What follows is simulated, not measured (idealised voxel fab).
Title: Process Module voxel self aligned vias
Xsec cut, 170 nm wide, square cell size 5 nm.
A cross-section in this document is a grid of square cells, and it is written down as bands, the top band listed before the ones below it; a band is made up of one or more rows of cells.
Within each band entry, the heights of the top and of the bottom of the band appear first, in that order and in nm; the materials of the band then follow from left to right, each with its corresponding width in nm. The designation "full width" on a single material indicates that it fills the band from edge to edge; the designation "empty" indicates empty space.
Heights are measured from 0, the level below which the as-received wafer is all one material; the lowest band has no bottom and continues downward, written as in "0 -> down".
A width given as "30..40" starts at the first number in the band's top row and ends at the second number in its bottom row, shifting by an equal amount at every step from row to row.
"remained the same" for a step: no cell of the cross-section changed in that step.
"Closed empty spaces" contains a list of empty spaces, each no smaller than 8 cells and without an open way to the top, written in the form width x height at distance with the distance from the left edge and all three in nm.
Formally, on a step line, whatever follows the settings is a remark that the simulator itself makes on the step.
overlay nm: step with mask; distance mask lay right of planned place; negative value = left of planned place.
[The steps planned for the process are as follows]
- 1: RECEIVE with material Si
- 2: CONFORMAL_DEP with material SiO2, thk nm 15
- 3: CONFORMAL_DEP with material SiCN, thk nm 5
- 4: DIRECTIONAL_DEP with material lowk, thk nm 30
- 5: DIRECTIONAL_DEP with material aC, thk nm 15
- 6: PATTERN with tone open, mask id LINES, material resist, width nm 30, pitch nm 60, thk nm 30, overlay nm 0
- 7: DIRECTIONAL_ETCH with etch materials aC, depth nm 15
- 8: STRIP with etch materials resist
- 9: DIRECTIONAL_ETCH with etch materials lowk, depth nm 30
- 10: STRIP with etch materials aC
- 11: CONFORMAL_DEP with material TiN, thk nm 5
- 12: FILL_DEP with material Ru, thk nm 5
- 13: CMP with height nm 50
- 14: SELECTIVE_ETCH with etch materials W Ru TiN, depth nm 5
- 15: FILL_DEP with material SiN, thk nm 5
- 16: CMP with height nm 50
- 17: DIRECTIONAL_DEP with material lowk, thk nm 20
- 18: DIRECTIONAL_DEP with material aC, thk nm 10
- 19: PATTERN with tone open, mask id VIAS, material resist, width nm 40, thk nm 25, overlay nm 0
- 20: DIRECTIONAL_ETCH with etch materials aC, depth nm 10
- 21: STRIP with etch materials resist
- 22: DIRECTIONAL_ETCH with etch materials lowk, depth nm 20
- 23: DIRECTIONAL_ETCH with etch materials SiN, depth nm 5
- 24: STRIP with etch materials aC
- 25: CONFORMAL_DEP with material TiN, thk nm 5
- 26: FILL_DEP with material W, thk nm 10
- 27: CMP with height nm 70
- 28: CONFORMAL_DEP with material SiN, thk nm 5
[As-received wafer cross-section (after step 1)]
    0 -> down = Si full width
    Closed empty spaces: none
[The cross-section shown corresponds to the wafer at the conclusion of the module. The initial structure and the process plan are those presented above; however, one mistake occurred in executing the plan]
    75 -> 70 = SiN full width
    70 -> 50 = 35 lowk; 5 TiN; 30 W; 5 TiN; 95 lowk
    50 -> 45 = 35 SiN; 40 TiN; 95 SiN
    45 -> 20 = 40 lowk; 5 TiN; 20 Ru; 5 TiN; 30 lowk; 5 TiN; 20 Ru; 5 TiN; 40 lowk
    20 -> 15 = 40 lowk; 30 TiN; 30 lowk; 30 TiN; 40 lowk
    15 -> 0 = SiO2 full width
    0 -> down = Si full width
    Closed empty spaces: none
what went wrong: step 3 was dropped from the plan's execution and never run
